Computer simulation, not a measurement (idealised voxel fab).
Name of the process module below: voxel fin reveal
Square cell edge 5 nm, section width 275 nm, ID cut.
If you're reading a cross-section in this doc, picture square cells in a grid; it comes to you as bands, top ones listed first down to the bottom, and a band can be one or more rows of cells. Heights first: top, then bottom, in nm. Then materials, left to right, each with a width in nm. "all across" on a single material: fills the band edge to edge. "air": empty space. All heights in this document are referenced to 0, defined as the level beneath which the wafer, as received, consists entirely of one material. The lowest band is not bounded below; it extends indefinitely downward and is written in the form "top 0, no bottom". A width such as "30 to 40" changes by the same amount from each row of cells to the next, from the band's top row to its bottom row. "nothing was modified" for a step: no cell of the cross-section changed in that step. "Entrapped void list": sealed empty spaces, 8 cells or more, no open way to top, listed width x height at distance, with distance from the left edge and width, height and distance in nm. after a step's settings: what the simulator itself notes on the step. The optional step-line setting "overlay nm" applies to steps with a mask and quantifies how far to the right of its planned location the mask lay, a negative value indicating leftward placement.
**Process steps (planned)**
1) RECEIVE [material Si]
2) CONFORMAL_DEP [material SiN] [thk nm 5]
3) MASKED_ETCH [tone cover] [mask id FINS] [width nm 15] [pitch nm 40] [etch materials SiN] [depth nm 5] [overlay nm 0]
4) MASKED_ETCH [tone cover] [mask id FINS] [width nm 15] [pitch nm 40] [etch materials Si] [depth nm 30] [overlay nm 0]
5) OXIDIZE [depth nm 5]
6) FILL_DEP [material SiO2] [thk nm 15]
7) CMP [height nm 5]
8) SELECTIVE_ETCH [etch materials SiO2] [depth nm 15]
9) STRIP [etch materials SiN]
10) CONFORMAL_DEP [material SiO2] [thk nm 5]
**The first wafer of two, processed as planned**
**Delivered wafer in cross-section: state after step 1**
top 0, no bottom | Si all across
Entrapped void list: none
**Step 2 done - wafer cross-section**
top 5, bottom 0 | SiN all across
Whatever lies below 0 is exactly as it was before.
**Step 3 done - wafer cross-section**
top 5, bottom 0 | air: 110; SiN: 15; air: 25; SiN: 15; air: 110
Whatever lies below 0 is exactly as it was before.
**Step 4 done - wafer cross-section**
top 5, bottom 0 | air: 110; SiN: 15; air: 25; SiN: 15; air: 110
top 0, bottom -30 | air: 110; Si: 15; air: 25; Si: 15; air: 110
Whatever lies below -30 is exactly as it was before.
**Step 5 done - wafer cross-section**
top 5, bottom 0 | air: 110; SiN: 15; air: 25; SiN: 15; air: 110
top 0, bottom -30 | air: 110; SiO2: 5; Si: 5; SiO2: 5; air: 25; SiO2: 5; Si: 5; SiO2: 5; air: 110
top -30, bottom -35 | SiO2: 115; Si: 5; SiO2: 35; Si: 5; SiO2: 115
Whatever lies below -35 is exactly as it was before.
**Step 6 done - wafer cross-section**
top 20, bottom 5 | SiO2 all across
top 5, bottom 0 | SiO2: 110; SiN: 15; SiO2: 25; SiN: 15; SiO2: 110
top 0, bottom -35 | SiO2: 115; Si: 5; SiO2: 35; Si: 5; SiO2: 115
Whatever lies below -35 is exactly as it was before.
**Step 7 done - wafer cross-section**
top 5, bottom 0 | SiO2: 110; SiN: 15; SiO2: 25; SiN: 15; SiO2: 110
Whatever lies below 0 is exactly as it was before.
**Step 8 done - wafer cross-section**
top 5, bottom 0 | air: 110; SiN: 15; air: 25; SiN: 15; air: 110
top 0, bottom -10 | air: 115; Si: 5; air: 35; Si: 5; air: 115
Whatever lies below -10 is exactly as it was before.
**Step 9 done - wafer cross-section**
top 0, bottom -10 | air: 115; Si: 5; air: 35; Si: 5; air: 115
Whatever lies below -10 is exactly as it was before.
**Step 10 done - wafer cross-section**
top 5, bottom 0 | air: 110; SiO2: 15; air: 25; SiO2: 15; air: 110
top 0, bottom -5 | air: 110; SiO2: 5; Si: 5; SiO2: 5; air: 25; SiO2: 5; Si: 5; SiO2: 5; air: 110
top -5, bottom -35 | SiO2: 115; Si: 5; SiO2: 35; Si: 5; SiO2: 115
Whatever lies below -35 is exactly as it was before.
**Second Wafer (Identical Start and Plan, One Processing Error; Matches First Wafer Through Step 2)**
**Cross-section: second wafer, time at which step 3 was scheduled to end**
top 5, bottom 0 | air: 105; SiN: 25; air: 15; SiN: 25; air: 105
Whatever lies below 0 is exactly as it was before.
**Cross-section: second wafer, time at which step 4 was scheduled to end**
top 5, bottom 0 | air: 105; SiN: 25; air: 15; SiN: 25; air: 105
top 0, bottom -30 | air: 105; Si: 25; air: 15; Si: 25; air: 105
Whatever lies below -30 is exactly as it was before.
**Cross-section: second wafer, time at which step 5 was scheduled to end**
top 5, bottom 0 | air: 105; SiN: 25; air: 15; SiN: 25; air: 105
top 0, bottom -30 | air: 105; SiO2: 5; Si: 15; SiO2: 5; air: 15; SiO2: 5; Si: 15; SiO2: 5; air: 105
top -30, bottom -35 | SiO2: 110; Si: 15; SiO2: 25; Si: 15; SiO2: 110
Whatever lies below -35 is exactly as it was before.
**Cross-section: second wafer, time at which step 6 was scheduled to end**
top 20, bottom 5 | SiO2 all across
top 5, bottom 0 | SiO2: 105; SiN: 25; SiO2: 15; SiN: 25; SiO2: 105
top 0, bottom -35 | SiO2: 110; Si: 15; SiO2: 25; Si: 15; SiO2: 110
Whatever lies below -35 is exactly as it was before.
**Cross-section: second wafer, time at which step 7 was scheduled to end**
top 5, bottom 0 | SiO2: 105; SiN: 25; SiO2: 15; SiN: 25; SiO2: 105
Whatever lies below 0 is exactly as it was before.
**Cross-section: second wafer, time at which step 8 was scheduled to end**
top 5, bottom 0 | air: 105; SiN: 25; air: 15; SiN: 25; air: 105
top 0, bottom -10 | air: 110; Si: 15; air: 25; Si: 15; air: 110
Whatever lies below -10 is exactly as it was before.
**Cross-section: second wafer, time at which step 9 was scheduled to end**
top 0, bottom -10 | air: 110; Si: 15; air: 25; Si: 15; air: 110
Whatever lies below -10 is exactly as it was before.
**Cross-section: second wafer, time at which step 10 was scheduled to end**
top 5, bottom 0 | air: 105; SiO2: 25; air: 15; SiO2: 25; air: 105
top 0, bottom -5 | air: 105; SiO2: 5; Si: 15; SiO2: 5; air: 15; SiO2: 5; Si: 15; SiO2: 5; air: 105
top -5, bottom -35 | SiO2: 110; Si: 15; SiO2: 25; Si: 15; SiO2: 110
Whatever lies below -35 is exactly as it was before.
Deviation noted in wafer processing: step 3 did not use the planned setting and instead ran as MASKED_ETCH [tone cover] [mask id FINS] [width nm 25] [pitch nm 40] [etch materials SiN] [depth nm 5] [overlay nm 0]
at the end the second wafer has, in cells: +28 Si | -20 SiO2
